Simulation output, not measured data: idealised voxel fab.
A process module follows: voxel released beams.
We display cut, a cross-section 225 nm in width whose square cells are each 5 nm.
A cross-section in this document is a grid of square cells, and it is written down as bands, the top band listed before the ones below it; a band is made up of one or more rows of cells. The entry gives the band's vertical extent as a top height and a bottom height in nm, then its horizontal make-up as materials from left to right, each with a width in nm. "air" stands for empty space; a single material marked "all across" fills the band edge to edge. Measure heights from 0. That's the level where, below it, the as-received wafer is all one material. The lowest band is bottomless and extends downward; write it as in "0 down". Read "30->40" as a graded width: first number on top, second number at the bottom, same change between each pair of neighbouring rows. "everything unchanged" means the step left every cell of the cross-section as it was. Entry "Voids, enclosed". Content: empty spaces with no open connection to the top, size 8 cells or greater. Each: width x height at distance. Distance: from left edge. Unit: nm. Where a step's line continues beyond its settings, the continuation is a remark by the simulator itself on that step. "overlay nm" on a masked step: distance the mask lay right of its planned place, negative for left.
### Process steps foreseen in the plan
1. RECEIVE,material Si
2. CONFORMAL_DEP,material Al2O3,thk nm 5
3. DIRECTIONAL_DEP,material SiO2,thk nm 15
4. DIRECTIONAL_DEP,material aC,thk nm 10
5. PATTERN,tone open,mask id ANCHOR,material resist,width nm 30,thk nm 25,overlay nm 0
6. DIRECTIONAL_ETCH,etch materials aC,depth nm 10
7. STRIP,etch materials resist
8. DIRECTIONAL_ETCH,etch materials SiO2,depth nm 15
9. STRIP,etch materials aC
10. CONFORMAL_DEP,material W,thk nm 10
11. DIRECTIONAL_DEP,material aC,thk nm 15
12. PATTERN,tone cover,mask id BEAM,material resist,width nm 95,thk nm 30,overlay nm 0
13. DIRECTIONAL_ETCH,etch materials aC,depth nm 15
14. STRIP,etch materials resist
15. DIRECTIONAL_ETCH,etch materials W,depth nm 10
16. STRIP,etch materials aC
17. STRIP,etch materials SiO2
### Wafer at receipt (post step 1), cross-section
> 0 down: Si all across
> Voids, enclosed: none
### First of two wafers: cross-section at end of module, run per plan
> 30 to 20: 60 nm air, 15 nm W, 10 nm air, 70 nm W, 70 nm air
> 20 to 15: 65 nm air, 10 nm W, 10 nm air, 10 nm W, 130 nm air
> 15 to 5: 65 nm air, 30 nm W, 130 nm air
> 5 to 0: Al2O3 all across
> 0 down: Si all across
> Voids, enclosed: none
### Second wafer cross-section at end of module - shared start and plan with the first, one mistake in the run
> 30 to 20: 60 nm air, 95 nm W, 70 nm air
> 20 to 5: W all across
> 5 to 0: Al2O3 all across
> 0 down: Si all across
> Voids, enclosed: none
Finding, execution versus plan: step 3 was run on a setting that differed from the plan, and what really ran there is DIRECTIONAL_DEP,material W,thk nm 15
Materials where the second wafer ends with more or fewer cells than the first: W: 123 more
